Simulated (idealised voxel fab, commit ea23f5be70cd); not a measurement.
process module | voxel transistor to metal
cross-section cut | 150 nm wide | cells 5 nm
A cross-section is a grid of square cells, given in bands from the top down. A band is one or more rows of cells.
Each band's line starts with the height of the band's top and of its bottom, in nm. Then come its materials from left to right, each with its width in nm. One material with "throughout" fills the band from edge to edge. "air" is empty space.
Height 0 is the level under which the wafer as received is all one material. The lowest band goes on downwards, as in "0 down".
A width such as "30 to 40" changes by the same amount from each row of cells to the next, from the band's top row to its bottom row.
"no change" after a step means that no cell of the cross-section changed.
closed voids: empty space of 8 cells or more with no open way to the top, each as width x height at its distance from the left edge, in nm
after a step's settings: what the simulator itself notes on the step
overlay nm, on a step with a mask: how far to the right of its planned place the mask lay; to the left if negative
Each pair below shows a cross-section before one step and the cross-section after it, down to the lowest band that changed. The line under each pair gives the step between them, with its settings. The pairs can come from different runs of this module on the same starting wafer, so a pair continues from the pair above only where its "before" says so.
before
  0 down: Si throughout
  closed voids: none
after
  0 to -5: SiO2 throughout
  below -5: unchanged
  closed voids: none
the step between: op OXIDIZE | depth nm 5
before: the cross-section after the pair above
after
  15 to 0: SiN throughout
  below 0: unchanged
  closed voids: none
the step between: op CONFORMAL_DEP | material SiN | thk nm 15
before: the cross-section after the pair above
after
  30 to 15: aC throughout
  below 15: unchanged
  closed voids: none
the step between: op DIRECTIONAL_DEP | material aC | thk nm 15
before: the cross-section after the pair above
after
  60 to 30: air 20 | resist 110 | air 20
  below 30: unchanged
  closed voids: none
the step between: op PATTERN | tone cover | mask id ACTIVE | material resist | width nm 110 | thk nm 30 | overlay nm 0
before: the cross-section after the pair above
after
  45 to 30: air 20 | resist 110 | air 20
  30 to 15: air 20 | aC 110 | air 20
  below 15: unchanged
  closed voids: none
the step between: op DIRECTIONAL_ETCH | etch materials aC | depth nm 15
before: the cross-section after the pair above
after
  30 to 15: air 20 | aC 110 | air 20
  below 15: unchanged
  closed voids: none
the step between: op STRIP | etch materials resist
before: the cross-section after the pair above
after
  30 to 15: air 20 | aC 110 | air 20
  15 to 0: air 20 | SiN 110 | air 20
  below 0: unchanged
  closed voids: none
the step between: op DIRECTIONAL_ETCH | etch materials SiN | depth nm 15
before: the cross-section after the pair above
after
  30 to 15: air 20 | aC 110 | air 20
  15 to 0: air 20 | SiN 110 | air 20
  0 to -5: air 20 | SiO2 110 | air 20
  below -5: unchanged
  closed voids: none
the step between: op DIRECTIONAL_ETCH | etch materials SiO2 | depth nm 5
before: the cross-section after the pair above
after
  30 to 15: air 20 | aC 110 | air 20
  15 to 0: air 20 | SiN 110 | air 20
  0 to -5: air 20 | SiO2 110 | air 20
  -5 to -25: air 20 | Si 110 | air 20
  below -25: unchanged
  closed voids: none
the step between: op DIRECTIONAL_ETCH | etch materials Si | depth nm 20
before: the cross-section after the pair above
after
  15 to 0: air 20 | SiN 110 | air 20
  below 0: unchanged
  closed voids: none
the step between: op STRIP | etch materials aC
before: the cross-section after the pair above
after
  15 to 0: air 20 | SiN 110 | air 20
  0 to -5: air 20 | SiO2 110 | air 20
  -5 to -25: air 20 | SiO2 5 | Si 100 | SiO2 5 | air 20
  -25 to -30: SiO2 25 | Si 100 | SiO2 25
  below -30: unchanged
  closed voids: none
the step between: op OXIDIZE | depth nm 5
before: the cross-section after the pair above
after
  25 to 15: SiO2 throughout
  15 to 0: SiO2 20 | SiN 110 | SiO2 20
  0 to -5: SiO2 throughout
  -5 to -30: SiO2 25 | Si 100 | SiO2 25
  below -30: unchanged
  closed voids: none
the step between: op FILL_DEP | material SiO2 | thk nm 10
before: the cross-section after the pair above
after
  15 to 0: SiO2 20 | SiN 110 | SiO2 20
  below 0: unchanged
  closed voids: none
the step between: op CMP | height nm 15
before: the cross-section after the pair above
after
  15 to 10: air 20 | SiN 110 | air 20
  below 10: unchanged
  closed voids: none
the step between: op SELECTIVE_ETCH | etch materials SiO2 | depth nm 5
before: the cross-section after the pair above
after
  10 to 0: SiO2 20 | air 110 | SiO2 20
  below 0: unchanged
  closed voids: none
the step between: op STRIP | etch materials SiN
before: the cross-section after the pair above
after
  5 to -5: SiO2 15 | air 120 | SiO2 15
  below -5: unchanged
  closed voids: none
the step between: op SELECTIVE_ETCH | etch materials SiO2 | depth nm 5
before: the cross-section after the pair above
after
  5 to -5: SiO2 15 | air 120 | SiO2 15
  -5 to -10: SiO2 throughout
  below -10: unchanged
  closed voids: none
the step between: op OXIDIZE | depth nm 5
before: the cross-section after the pair above
after
  25 to 15: polySi 15 | air 120 | polySi 15
  15 to 5: polySi throughout
  5 to -5: SiO2 15 | polySi 120 | SiO2 15
  below -5: unchanged
  closed voids: none
the step between: op DIRECTIONAL_DEP | material polySi | thk nm 20
before: the cross-section after the pair above
after
  35 to 25: SiCN 15 | air 120 | SiCN 15
  25 to 15: polySi 15 | SiCN 120 | polySi 15
  below 15: unchanged
  closed voids: none
the step between: op DIRECTIONAL_DEP | material SiCN | thk nm 10
before: the cross-section after the pair above
after
  50 to 40: aC 15 | air 120 | aC 15
  40 to 35: aC throughout
  35 to 25: SiCN 15 | aC 120 | SiCN 15
  below 25: unchanged
  closed voids: none
the step between: op DIRECTIONAL_DEP | material aC | thk nm 15
before: the cross-section after the pair above
after
  85 to 50: air 60 | resist 30 | air 60
  50 to 40: aC 15 | air 45 | resist 30 | air 45 | aC 15
  below 40: unchanged
  closed voids: none
the step between: op PATTERN | tone cover | mask id GATE | material resist | width nm 30 | thk nm 35 | overlay nm 0
before: the cross-section after the pair above
after
  70 to 40: air 60 | resist 30 | air 60
  40 to 35: air 60 | aC 30 | air 60
  35 to 25: SiCN 15 | air 45 | aC 30 | air 45 | SiCN 15
  below 25: unchanged
  closed voids: none
the step between: op DIRECTIONAL_ETCH | etch materials aC | depth nm 15
before: the cross-section after the pair above
after
  40 to 35: air 60 | aC 30 | air 60
  below 35: unchanged
  closed voids: none
the step between: op STRIP | etch materials resist
before: the cross-section after the pair above
after
  40 to 25: air 60 | aC 30 | air 60
  25 to 15: polySi 15 | air 45 | SiCN 30 | air 45 | polySi 15
  below 15: unchanged
  closed voids: none
the step between: op DIRECTIONAL_ETCH | etch materials SiCN | depth nm 20
before: the cross-section after the pair above
after
  40 to 25: air 60 | aC 30 | air 60
  25 to 15: air 60 | SiCN 30 | air 60
  15 to 5: air 60 | polySi 30 | air 60
  5 to -5: SiO2 15 | air 45 | polySi 30 | air 45 | SiO2 15
  below -5: unchanged
  closed voids: none
the step between: op DIRECTIONAL_ETCH | etch materials polySi | depth nm 30
before: the cross-section after the pair above
after
  25 to 15: air 60 | SiCN 30 | air 60
  below 15: unchanged
  closed voids: none
the step between: op STRIP | etch materials aC
before: the cross-section after the pair above
after
  30 to 25: air 55 | SiO2 40 | air 55
  25 to 15: air 55 | SiO2 5 | SiCN 30 | SiO2 5 | air 55
  15 to 10: air 55 | SiO2 5 | polySi 30 | SiO2 5 | air 55
  10 to 0: SiO2 20 | air 35 | SiO2 5 | polySi 30 | SiO2 5 | air 35 | SiO2 20
  0 to -5: SiO2 60 | polySi 30 | SiO2 60
  below -5: unchanged
  closed voids: none
the step between: op CONFORMAL_DEP | material SiO2 | thk nm 5
before: the cross-section after the pair above
after
  25 to 15: air 55 | SiO2 5 | SiCN 30 | SiO2 5 | air 55
  15 to 5: air 55 | SiO2 5 | polySi 30 | SiO2 5 | air 55
  5 to -5: SiO2 20 | air 35 | SiO2 5 | polySi 30 | SiO2 5 | air 35 | SiO2 20
  below -5: unchanged
  closed voids: none
the step between: op DIRECTIONAL_ETCH | etch materials SiO2 | depth nm 5
before: the cross-section after the pair above
after
  30 to 25: air 50 | SiN 50 | air 50
  25 to 15: air 50 | SiN 5 | SiO2 5 | SiCN 30 | SiO2 5 | SiN 5 | air 50
  15 to 10: air 50 | SiN 5 | SiO2 5 | polySi 30 | SiO2 5 | SiN 5 | air 50
  10 to 5: SiN 25 | air 25 | SiN 5 | SiO2 5 | polySi 30 | SiO2 5 | SiN 5 | air 25 | SiN 25
  5 to 0: SiO2 20 | SiN 5 | air 25 | SiN 5 | SiO2 5 | polySi 30 | SiO2 5 | SiN 5 | air 25 | SiN 5 | SiO2 20
  0 to -5: SiO2 20 | SiN 35 | SiO2 5 | polySi 30 | SiO2 5 | SiN 35 | SiO2 20
  below -5: unchanged
  closed voids: none
the step between: op CONFORMAL_DEP | material SiN | thk nm 5
before: the cross-section after the pair above
after
  25 to 15: air 50 | SiN 5 | SiO2 5 | SiCN 30 | SiO2 5 | SiN 5 | air 50
  15 to 5: air 50 | SiN 5 | SiO2 5 | polySi 30 | SiO2 5 | SiN 5 | air 50
  5 to -5: SiO2 20 | SiN 5 | air 25 | SiN 5 | SiO2 5 | polySi 30 | SiO2 5 | SiN 5 | air 25 | SiN 5 | SiO2 20
  below -5: unchanged
  closed voids: none
the step between: op DIRECTIONAL_ETCH | etch materials SiN | depth nm 5
before: the cross-section after the pair above
after
  25 to 20: air 50 | SiN 5 | air 5 | SiCN 30 | air 5 | SiN 5 | air 50
  20 to 15: air 50 | SiN 5 | SiO2 5 | SiCN 30 | SiO2 5 | SiN 5 | air 50
  15 to 5: air 50 | SiN 5 | SiO2 5 | polySi 30 | SiO2 5 | SiN 5 | air 50
  5 to 0: air 20 | SiN 5 | air 25 | SiN 5 | SiO2 5 | polySi 30 | SiO2 5 | SiN 5 | air 25 | SiN 5 | air 20
  0 to -5: SiO2 20 | SiN 5 | air 25 | SiN 5 | SiO2 5 | polySi 30 | SiO2 5 | SiN 5 | air 25 | SiN 5 | SiO2 20
  -5 to -10: SiO2 25 | air 25 | SiO2 50 | air 25 | SiO2 25
  below -10: unchanged
  closed voids: none
the step between: op DIRECTIONAL_ETCH | etch materials SiO2 | depth nm 5
before: the cross-section after the pair above
after
  25 to 20: air 50 | SiN 5 | air 5 | SiCN 30 | air 5 | SiN 5 | air 50
  20 to 15: air 50 | SiN 5 | SiO2 5 | SiCN 30 | SiO2 5 | SiN 5 | air 50
  15 to 5: air 50 | SiN 5 | SiO2 5 | polySi 30 | SiO2 5 | SiN 5 | air 50
  5 to 0: air 20 | SiN 5 | air 25 | SiN 5 | SiO2 5 | polySi 30 | SiO2 5 | SiN 5 | air 25 | SiN 5 | air 20
  0 to -5: SiO2 20 | SiN 5 | air 25 | SiN 5 | SiO2 5 | polySi 30 | SiO2 5 | SiN 5 | air 25 | SiN 5 | SiO2 20
  -5 to -10: SiO2 25 | air 25 | SiO2 50 | air 25 | SiO2 25
  -10 to -25: SiO2 25 | air 25 | Si 50 | air 25 | SiO2 25
  below -25: unchanged
  closed voids: none
the step between: op DIRECTIONAL_ETCH | etch materials Si | depth nm 15
before: the cross-section after the pair above
after
  25 to 20: air 50 | SiN 5 | air 5 | SiCN 30 | air 5 | SiN 5 | air 50
  20 to 15: air 50 | SiN 5 | SiO2 5 | SiCN 30 | SiO2 5 | SiN 5 | air 50
  15 to 5: air 50 | SiN 5 | SiO2 5 | polySi 30 | SiO2 5 | SiN 5 | air 50
  5 to 0: air 20 | SiN 5 | air 10 | SiGe 15 | SiN 5 | SiO2 5 | polySi 30 | SiO2 5 | SiN 5 | SiGe 15 | air 10 | SiN 5 | air 20
  0 to -5: SiO2 20 | SiN 5 | air 10 | SiGe 15 | SiN 5 | SiO2 5 | polySi 30 | SiO2 5 | SiN 5 | SiGe 15 | air 10 | SiN 5 | SiO2 20
  -5 to -10: SiO2 25 | air 10 | SiGe 15 | SiO2 50 | SiGe 15 | air 10 | SiO2 25
  -10 to -25: SiO2 25 | SiGe 25 | Si 50 | SiGe 25 | SiO2 25
  below -25: unchanged
  closed voids: none
the step between: op EPI | material SiGe | thk nm 15
before: the cross-section after the pair above
after
  30 to 25: SiO2 throughout
  25 to 15: SiO2 50 | SiN 5 | SiO2 5 | SiCN 30 | SiO2 5 | SiN 5 | SiO2 50
  15 to 5: SiO2 50 | SiN 5 | SiO2 5 | polySi 30 | SiO2 5 | SiN 5 | SiO2 50
  5 to -5: SiO2 20 | SiN 5 | SiO2 10 | SiGe 15 | SiN 5 | SiO2 5 | polySi 30 | SiO2 5 | SiN 5 | SiGe 15 | SiO2 10 | SiN 5 | SiO2 20
  -5 to -10: SiO2 35 | SiGe 15 | SiO2 50 | SiGe 15 | SiO2 35
  below -10: unchanged
  closed voids: none
the step between: op FILL_DEP | material SiO2 | thk nm 5
before: the cross-section after the pair above
after
  15 to 5: SiO2 50 | SiN 5 | SiO2 5 | polySi 30 | SiO2 5 | SiN 5 | SiO2 50
  below 5: unchanged
  closed voids: none
the step between: op CMP | height nm 15
before: the cross-section after the pair above
after
  15 to 5: SiO2 50 | SiN 5 | SiO2 5 | air 30 | SiO2 5 | SiN 5 | SiO2 50
  5 to -5: SiO2 20 | SiN 5 | SiO2 10 | SiGe 15 | SiN 5 | SiO2 5 | air 30 | SiO2 5 | SiN 5 | SiGe 15 | SiO2 10 | SiN 5 | SiO2 20
  below -5: unchanged
  closed voids: none
the step between: op STRIP | etch materials polySi
before: the cross-section after the pair above
after
  15 to 10: air 50 | SiN 5 | air 40 | SiN 5 | air 50
  10 to 5: SiO2 50 | SiN 5 | air 40 | SiN 5 | SiO2 50
  5 to -5: SiO2 20 | SiN 5 | SiO2 10 | SiGe 15 | SiN 5 | air 40 | SiN 5 | SiGe 15 | SiO2 10 | SiN 5 | SiO2 20
  -5 to -10: SiO2 35 | SiGe 15 | SiO2 5 | air 40 | SiO2 5 | SiGe 15 | SiO2 35
  below -10: unchanged
  closed voids: none
the step between: op SELECTIVE_ETCH | etch materials SiO2 | depth nm 5
before: the cross-section after the pair above
after
  20 to 15: air 45 | HfO2 15 | air 30 | HfO2 15 | air 45
  15 to 10: HfO2 50 | SiN 5 | HfO2 5 | air 30 | HfO2 5 | SiN 5 | HfO2 50
  10 to 5: SiO2 50 | SiN 5 | HfO2 5 | air 30 | HfO2 5 | SiN 5 | SiO2 50
  5 to -5: SiO2 20 | SiN 5 | SiO2 10 | SiGe 15 | SiN 5 | HfO2 5 | air 30 | HfO2 5 | SiN 5 | SiGe 15 | SiO2 10 | SiN 5 | SiO2 20
  -5 to -10: SiO2 35 | SiGe 15 | SiO2 5 | HfO2 40 | SiO2 5 | SiGe 15 | SiO2 35
  below -10: unchanged
  closed voids: none
the step between: op CONFORMAL_DEP | material HfO2 | thk nm 5
before: the cross-section after the pair above
after
  25 to 20: air 40 | TiN 25 | air 20 | TiN 25 | air 40
  20 to 15: TiN 45 | HfO2 15 | TiN 5 | air 20 | TiN 5 | HfO2 15 | TiN 45
  15 to 10: HfO2 50 | SiN 5 | HfO2 5 | TiN 5 | air 20 | TiN 5 | HfO2 5 | SiN 5 | HfO2 50
  10 to 5: SiO2 50 | SiN 5 | HfO2 5 | TiN 5 | air 20 | TiN 5 | HfO2 5 | SiN 5 | SiO2 50
  5 to 0: SiO2 20 | SiN 5 | SiO2 10 | SiGe 15 | SiN 5 | HfO2 5 | TiN 5 | air 20 | TiN 5 | HfO2 5 | SiN 5 | SiGe 15 | SiO2 10 | SiN 5 | SiO2 20
  0 to -5: SiO2 20 | SiN 5 | SiO2 10 | SiGe 15 | SiN 5 | HfO2 5 | TiN 30 | HfO2 5 | SiN 5 | SiGe 15 | SiO2 10 | SiN 5 | SiO2 20
  below -5: unchanged
  closed voids: none
the step between: op CONFORMAL_DEP | material TiN | thk nm 5
before: the cross-section after the pair above
after
  30 to 25: W throughout
  25 to 20: W 40 | TiN 25 | W 20 | TiN 25 | W 40
  20 to 15: TiN 45 | HfO2 15 | TiN 5 | W 20 | TiN 5 | HfO2 15 | TiN 45
  15 to 10: HfO2 50 | SiN 5 | HfO2 5 | TiN 5 | W 20 | TiN 5 | HfO2 5 | SiN 5 | HfO2 50
  10 to 5: SiO2 50 | SiN 5 | HfO2 5 | TiN 5 | W 20 | TiN 5 | HfO2 5 | SiN 5 | SiO2 50
  5 to 0: SiO2 20 | SiN 5 | SiO2 10 | SiGe 15 | SiN 5 | HfO2 5 | TiN 5 | W 20 | TiN 5 | HfO2 5 | SiN 5 | SiGe 15 | SiO2 10 | SiN 5 | SiO2 20
  below 0: unchanged
  closed voids: none
the step between: op FILL_DEP | material W | thk nm 5
before: the cross-section after the pair above
after
  10 to 5: SiO2 50 | SiN 5 | HfO2 5 | TiN 5 | W 20 | TiN 5 | HfO2 5 | SiN 5 | SiO2 50
  below 5: unchanged
  closed voids: none
the step between: op CMP | height nm 10
before: the cross-section after the pair above
after
  25 to 10: SiO2 throughout
  below 10: unchanged
  closed voids: none
the step between: op DIRECTIONAL_DEP | material SiO2 | thk nm 15
before: the cross-section after the pair above
after
  45 to 25: resist 25 | air 15 | resist 70 | air 15 | resist 25
  below 25: unchanged
  closed voids: none
the step between: op PATTERN | tone open | mask id CONTACT | material resist | width nm 15 | pitch nm 85 | thk nm 20 | overlay nm 0
before: the cross-section after the pair above
after
  45 to 25: resist 25 | air 15 | resist 70 | air 15 | resist 25
  25 to 10: SiO2 25 | air 15 | SiO2 70 | air 15 | SiO2 25
  10 to 5: SiO2 25 | air 15 | SiO2 10 | SiN 5 | HfO2 5 | TiN 5 | W 20 | TiN 5 | HfO2 5 | SiN 5 | SiO2 10 | air 15 | SiO2 25
  5 to 0: SiO2 20 | SiN 5 | air 10 | SiGe 15 | SiN 5 | HfO2 5 | TiN 5 | W 20 | TiN 5 | HfO2 5 | SiN 5 | SiGe 15 | air 10 | SiN 5 | SiO2 20
  0 to -5: SiO2 20 | SiN 5 | air 10 | SiGe 15 | SiN 5 | HfO2 5 | TiN 30 | HfO2 5 | SiN 5 | SiGe 15 | air 10 | SiN 5 | SiO2 20
  -5 to -10: SiO2 25 | air 10 | SiGe 15 | SiO2 5 | HfO2 40 | SiO2 5 | SiGe 15 | air 10 | SiO2 25
  below -10: unchanged
  closed voids: none
the step between: op DIRECTIONAL_ETCH | etch materials SiO2 | depth nm 35
before: the cross-section after the pair above
after
  25 to 10: SiO2 25 | air 15 | SiO2 70 | air 15 | SiO2 25
  below 10: unchanged
  closed voids: none
the step between: op STRIP | etch materials resist
before: the cross-section after the pair above
after
  30 to 25: TiN 30 | air 5 | TiN 80 | air 5 | TiN 30
  25 to 10: SiO2 25 | TiN 5 | air 5 | TiN 5 | SiO2 70 | TiN 5 | air 5 | TiN 5 | SiO2 25
  10 to 5: SiO2 25 | TiN 15 | SiO2 10 | SiN 5 | HfO2 5 | TiN 5 | W 20 | TiN 5 | HfO2 5 | SiN 5 | SiO2 10 | TiN 15 | SiO2 25
  5 to 0: SiO2 20 | SiN 5 | TiN 10 | SiGe 15 | SiN 5 | HfO2 5 | TiN 5 | W 20 | TiN 5 | HfO2 5 | SiN 5 | SiGe 15 | TiN 10 | SiN 5 | SiO2 20
  0 to -5: SiO2 20 | SiN 5 | TiN 10 | SiGe 15 | SiN 5 | HfO2 5 | TiN 30 | HfO2 5 | SiN 5 | SiGe 15 | TiN 10 | SiN 5 | SiO2 20
  -5 to -10: SiO2 25 | TiN 10 | SiGe 15 | SiO2 5 | HfO2 40 | SiO2 5 | SiGe 15 | TiN 10 | SiO2 25
  below -10: unchanged
  closed voids: none
the step between: op CONFORMAL_DEP | material TiN | thk nm 5
before: the cross-section after the pair above
after
  40 to 30: W throughout
  30 to 25: TiN 30 | W 5 | TiN 80 | W 5 | TiN 30
  25 to 10: SiO2 25 | TiN 5 | W 5 | TiN 5 | SiO2 70 | TiN 5 | W 5 | TiN 5 | SiO2 25
  below 10: unchanged
  closed voids: none
the step between: op FILL_DEP | material W | thk nm 10
before: the cross-section after the pair above
after
  25 to 10: SiO2 25 | TiN 5 | W 5 | TiN 5 | SiO2 70 | TiN 5 | W 5 | TiN 5 | SiO2 25
  below 10: unchanged
  closed voids: none
the step between: op CMP | height nm 25
before: the cross-section after the pair above
after
  30 to 25: SiN throughout
  below 25: unchanged
  closed voids: none
the step between: op CONFORMAL_DEP | material SiN | thk nm 5
before: the cross-section after the pair above
after
  55 to 30: SiO2 throughout
  below 30: unchanged
  closed voids: none
the step between: op DIRECTIONAL_DEP | material SiO2 | thk nm 25
before: the cross-section after the pair above
after
  70 to 55: resist 25 | air 15 | resist 70 | air 15 | resist 25
  below 55: unchanged
  closed voids: none
the step between: op PATTERN | tone open | mask id METAL_1 | material resist | width nm 15 | pitch nm 85 | thk nm 15 | overlay nm 0
before: the cross-section after the pair above
after
  70 to 55: resist 25 | air 15 | resist 70 | air 15 | resist 25
  55 to 30: SiO2 25 | air 15 | SiO2 70 | air 15 | SiO2 25
  below 30: unchanged
  closed voids: none
the step between: op DIRECTIONAL_ETCH | etch materials SiO2 | depth nm 25
before: the cross-section after the pair above
after
  70 to 55: resist 25 | air 15 | resist 70 | air 15 | resist 25
  55 to 30: SiO2 25 | air 15 | SiO2 70 | air 15 | SiO2 25
  30 to 25: SiN 25 | air 15 | SiN 70 | air 15 | SiN 25
  below 25: unchanged
  closed voids: none
the step between: op DIRECTIONAL_ETCH | etch materials SiN | depth nm 5
before: the cross-section after the pair above
after
  55 to 30: SiO2 25 | air 15 | SiO2 70 | air 15 | SiO2 25
  below 30: unchanged
  closed voids: none
the step between: op STRIP | etch materials resist
before: the cross-section after the pair above
after
  60 to 55: TiN 30 | air 5 | TiN 80 | air 5 | TiN 30
  55 to 30: SiO2 25 | TiN 5 | air 5 | TiN 5 | SiO2 70 | TiN 5 | air 5 | TiN 5 | SiO2 25
  30 to 25: SiN 25 | TiN 15 | SiN 70 | TiN 15 | SiN 25
  below 25: unchanged
  closed voids: none
the step between: op CONFORMAL_DEP | material TiN | thk nm 5
before: the cross-section after the pair above
after
  70 to 60: Cu throughout
  60 to 55: TiN 30 | Cu 5 | TiN 80 | Cu 5 | TiN 30
  55 to 30: SiO2 25 | TiN 5 | Cu 5 | TiN 5 | SiO2 70 | TiN 5 | Cu 5 | TiN 5 | SiO2 25
  below 30: unchanged
  closed voids: none
the step between: op FILL_DEP | material Cu | thk nm 10
before: the cross-section after the pair above
after
  55 to 30: SiO2 25 | TiN 5 | Cu 5 | TiN 5 | SiO2 70 | TiN 5 | Cu 5 | TiN 5 | SiO2 25
  below 30: unchanged
  closed voids: none
the step between: op CMP | height nm 55
before: the cross-section after the pair above
after
  60 to 55: air 20 | Ru 25 | air 60 | Ru 25 | air 20
  below 55: unchanged
  closed voids: none
the step between: op EPI | material Ru | thk nm 5
before: the cross-section after the pair above
after
  65 to 60: SiCN throughout
  60 to 55: SiCN 20 | Ru 25 | SiCN 60 | Ru 25 | SiCN 20
  below 55: unchanged
  closed voids: none
the step between: op FILL_DEP | material SiCN | thk nm 5
before: the cross-section after the pair above
after
  100 to 65: lowk throughout
  below 65: unchanged
  closed voids: none
the step between: op DIRECTIONAL_DEP | material lowk | thk nm 35
before: the cross-section after the pair above
after
  110 to 100: aC throughout
  below 100: unchanged
  closed voids: none
the step between: op DIRECTIONAL_DEP | material aC | thk nm 10
before: the cross-section after the pair above
after
  135 to 110: resist 25 | air 15 | resist 70 | air 15 | resist 25
  below 110: unchanged
  closed voids: none
the step between: op PATTERN | tone open | mask id METAL_2 | material resist | width nm 15 | pitch nm 85 | thk nm 25 | overlay nm 0
before: the cross-section after the pair above
after
  125 to 110: resist 25 | air 15 | resist 70 | air 15 | resist 25
  110 to 100: aC 25 | air 15 | aC 70 | air 15 | aC 25
  below 100: unchanged
  closed voids: none
the step between: op DIRECTIONAL_ETCH | etch materials aC | depth nm 10
before: the cross-section after the pair above
after
  110 to 100: aC 25 | air 15 | aC 70 | air 15 | aC 25
  below 100: unchanged
  closed voids: none
the step between: op STRIP | etch materials resist
before: the cross-section after the pair above
after
  110 to 100: aC 25 | air 15 | aC 70 | air 15 | aC 25
  100 to 80: lowk 25 | air 15 | lowk 70 | air 15 | lowk 25
  below 80: unchanged
  closed voids: none
the step between: op DIRECTIONAL_ETCH | etch materials lowk | depth nm 20
before: the cross-section after the pair above
after
  100 to 80: lowk 25 | air 15 | lowk 70 | air 15 | lowk 25
  below 80: unchanged
  closed voids: none
the step between: op STRIP | etch materials aC
before: the cross-section after the pair above
after
  115 to 100: aC 25 | air 15 | aC 70 | air 15 | aC 25
  100 to 95: lowk 25 | air 15 | lowk 70 | air 15 | lowk 25
  95 to 80: lowk 25 | aC 15 | lowk 70 | aC 15 | lowk 25
  below 80: unchanged
  closed voids: none
the step between: op DIRECTIONAL_DEP | material aC | thk nm 15
before: the cross-section after the pair above
after
  150 to 115: resist 25 | air 15 | resist 70 | air 15 | resist 25
  below 115: unchanged
  closed voids: none
the step between: op PATTERN | tone open | mask id METAL_2_HOLES | material resist | width nm 15 | pitch nm 85 | thk nm 35 | overlay nm 0
before: the cross-section after the pair above
after
  135 to 115: resist 25 | air 15 | resist 70 | air 15 | resist 25
  115 to 100: aC 25 | air 15 | aC 70 | air 15 | aC 25
  100 to 80: lowk 25 | air 15 | lowk 70 | air 15 | lowk 25
  below 80: unchanged
  closed voids: none
the step between: op DIRECTIONAL_ETCH | etch materials aC | depth nm 15
before: the cross-section after the pair above
after
  115 to 100: aC 25 | air 15 | aC 70 | air 15 | aC 25
  below 100: unchanged
  closed voids: none
the step between: op STRIP | etch materials resist
before: the cross-section after the pair above
after
  115 to 100: aC 25 | air 15 | aC 70 | air 15 | aC 25
  100 to 65: lowk 25 | air 15 | lowk 70 | air 15 | lowk 25
  below 65: unchanged
  closed voids: none
the step between: op DIRECTIONAL_ETCH | etch materials lowk | depth nm 15
before: the cross-section after the pair above
after
  115 to 100: aC 25 | air 15 | aC 70 | air 15 | aC 25
  100 to 65: lowk 25 | air 15 | lowk 70 | air 15 | lowk 25
  65 to 60: SiCN 25 | air 15 | SiCN 70 | air 15 | SiCN 25
  below 60: unchanged
  closed voids: none
the step between: op DIRECTIONAL_ETCH | etch materials SiCN | depth nm 5
before: the cross-section after the pair above
after
  100 to 65: lowk 25 | air 15 | lowk 70 | air 15 | lowk 25
  below 65: unchanged
  closed voids: none
the step between: op STRIP | etch materials aC
before: the cross-section after the pair above
after
  105 to 100: TiN 30 | air 5 | TiN 80 | air 5 | TiN 30
  100 to 65: lowk 25 | TiN 5 | air 5 | TiN 5 | lowk 70 | TiN 5 | air 5 | TiN 5 | lowk 25
  65 to 60: SiCN 25 | TiN 15 | SiCN 70 | TiN 15 | SiCN 25
  below 60: unchanged
  closed voids: none
the step between: op CONFORMAL_DEP | material TiN | thk nm 5
before: the cross-section after the pair above
after
  110 to 105: Cu throughout
  105 to 100: TiN 30 | Cu 5 | TiN 80 | Cu 5 | TiN 30
  100 to 65: lowk 25 | TiN 5 | Cu 5 | TiN 5 | lowk 70 | TiN 5 | Cu 5 | TiN 5 | lowk 25
  below 65: unchanged
  closed voids: none
the step between: op FILL_DEP | material Cu | thk nm 5
before: the cross-section after the pair above
after
  100 to 65: lowk 25 | TiN 5 | Cu 5 | TiN 5 | lowk 70 | TiN 5 | Cu 5 | TiN 5 | lowk 25
  below 65: unchanged
  closed voids: none
the step between: op CMP | height nm 100
before: the cross-section after the pair above
after
  105 to 100: SiCN throughout
  below 100: unchanged
  closed voids: none
the step between: op CONFORMAL_DEP | material SiCN | thk nm 5
before
  25 to 15: air 55 | SiO2 5 | SiCN 30 | SiO2 5 | air 55
  15 to 5: air 55 | SiO2 5 | polySi 30 | SiO2 5 | air 55
  5 to -5: SiO2 20 | air 35 | SiO2 5 | polySi 30 | SiO2 5 | air 35 | SiO2 20
  -5 to -10: SiO2 throughout
  -10 to -30: SiO2 25 | Si 100 | SiO2 25
  -30 down: Si throughout
  closed voids: none
after
  25 to 20: air 60 | SiCN 30 | air 60
  20 to 15: air 55 | SiO2 5 | SiCN 30 | SiO2 5 | air 55
  15 to 0: air 55 | SiO2 5 | polySi 30 | SiO2 5 | air 55
  0 to -5: SiO2 20 | air 35 | SiO2 5 | polySi 30 | SiO2 5 | air 35 | SiO2 20
  -5 to -10: SiO2 20 | air 35 | SiO2 40 | air 35 | SiO2 20
  below -10: unchanged
  closed voids: none
the step between: op DIRECTIONAL_ETCH | etch materials SiO2 | depth nm 5
before: the cross-section after the pair above
after
  25 to 20: air 60 | SiCN 30 | air 60
  20 to 15: air 55 | SiO2 5 | SiCN 30 | SiO2 5 | air 55
  15 to 0: air 55 | SiO2 5 | polySi 30 | SiO2 5 | air 55
  0 to -5: SiO2 20 | air 35 | SiO2 5 | polySi 30 | SiO2 5 | air 35 | SiO2 20
  -5 to -10: SiO2 20 | air 35 | SiO2 40 | air 35 | SiO2 20
  -10 to -25: SiO2 25 | air 30 | Si 40 | air 30 | SiO2 25
  below -25: unchanged
  closed voids: none
the step between: op DIRECTIONAL_ETCH | etch materials Si | depth nm 15
before: the cross-section after the pair above
after
  25 to 20: air 60 | SiCN 30 | air 60
  20 to 15: air 55 | SiO2 5 | SiCN 30 | SiO2 5 | air 55
  15 to 5: air 55 | SiO2 5 | polySi 30 | SiO2 5 | air 55
  5 to 0: air 40 | SiGe 15 | SiO2 5 | polySi 30 | SiO2 5 | SiGe 15 | air 40
  0 to -5: SiO2 20 | air 20 | SiGe 15 | SiO2 5 | polySi 30 | SiO2 5 | SiGe 15 | air 20 | SiO2 20
  -5 to -10: SiO2 20 | air 20 | SiGe 15 | SiO2 40 | SiGe 15 | air 20 | SiO2 20
  -10 to -25: SiO2 25 | SiGe 30 | Si 40 | SiGe 30 | SiO2 25
  below -25: unchanged
  closed voids: none
the step between: op EPI | material SiGe | thk nm 15
before: the cross-section after the pair above
after
  30 to 25: SiO2 throughout
  25 to 15: SiO2 60 | SiCN 30 | SiO2 60
  15 to 5: SiO2 60 | polySi 30 | SiO2 60
  5 to -5: SiO2 40 | SiGe 15 | SiO2 5 | polySi 30 | SiO2 5 | SiGe 15 | SiO2 40
  -5 to -10: SiO2 40 | SiGe 15 | SiO2 40 | SiGe 15 | SiO2 40
  below -10: unchanged
  closed voids: none
the step between: op FILL_DEP | material SiO2 | thk nm 5
before: the cross-section after the pair above
after
  15 to 5: SiO2 60 | polySi 30 | SiO2 60
  below 5: unchanged
  closed voids: none
the step between: op CMP | height nm 15
before: the cross-section after the pair above
after
  15 to 5: SiO2 60 | air 30 | SiO2 60
  5 to -5: SiO2 40 | SiGe 15 | SiO2 5 | air 30 | SiO2 5 | SiGe 15 | SiO2 40
  below -5: unchanged
  closed voids: none
the step between: op STRIP | etch materials polySi
